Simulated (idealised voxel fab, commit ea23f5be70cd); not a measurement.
Process module name: voxel tone inversion
The width of the displayed cross-section, cut, is 175 nm; its cells are square, with a size of 5 nm.
In what follows, cross-sections appear as grids of square cells, described through bands that run from the top down, where every band is one or more rows of cells. This entry defines a band. It first specifies the height of the band's top and the height of its bottom in nm, and then specifies the band's materials from left to right, stating each material with its width in nm. The word "edge to edge" identifies a single material that fills the band from edge to edge, while the word "blank" identifies empty space. Heights are expressed relative to 0, this being the level below which the as-received wafer comprises one material exclusively. The lowest band is unbounded in the downward direction and is denoted as in "0 -> down". A two-number width, for instance "30 to 40", indicates that the width is equal to the first number in the top row of the band and to the second number in the bottom row, and that it changes by a constant amount per row of cells. Step marked "nothing was modified"? Then no cell in the cross-section changed in it. "Voids, enclosed" contains a list of empty spaces, each no smaller than 8 cells and without an open way to the top, written in the form width x height at distance with the distance from the left edge and all three in nm. If you see something after the settings on a step's line, that's the simulator's own remark about that step. overlay nm: mask right of planned place by this much (step with mask). Neg. = left.
Planned process steps:
1) RECEIVE [material Si]
2) CONFORMAL_DEP [material SiCN] [thk nm 5]
3) DIRECTIONAL_DEP [material aC] [thk nm 25]
4) PATTERN [tone cover] [mask id POSTS] [material resist] [width nm 20] [pitch nm 40] [thk nm 30] [overlay nm 0]
5) DIRECTIONAL_ETCH [etch materials aC] [depth nm 25]
6) STRIP [etch materials resist]
7) FILL_DEP [material lowk] [thk nm 5]
8) CMP [height nm 30]
9) STRIP [etch materials aC]
Received-state cross-section, reflecting completion of step 1:
> 0 -> down | Si edge to edge
> Voids, enclosed: none
First of two wafers, end-of-module section, run followed plan:
> 30 -> 5 | lowk 55 nm | blank 20 nm | lowk 20 nm | blank 20 nm | lowk 60 nm
> 5 -> 0 | SiCN edge to edge
> 0 -> down | Si edge to edge
> Voids, enclosed: none
Wafer two, sectioned after the module: the first wafer's start, the first wafer's plan, and one mistake in how it was run:
> 30 -> 5 | lowk 45 nm | blank 20 nm | lowk 20 nm | blank 20 nm | lowk 70 nm
> 5 -> 0 | SiCN edge to edge
> 0 -> down | Si edge to edge
> Voids, enclosed: none
Plan not followed: in deviation from the planned setting, step 4 was conducted as PATTERN [tone cover] [mask id POSTS] [material resist] [width nm 20] [pitch nm 40] [thk nm 30] [overlay nm -10]
Cell counts per material: same on both final wafers. Positions: different.
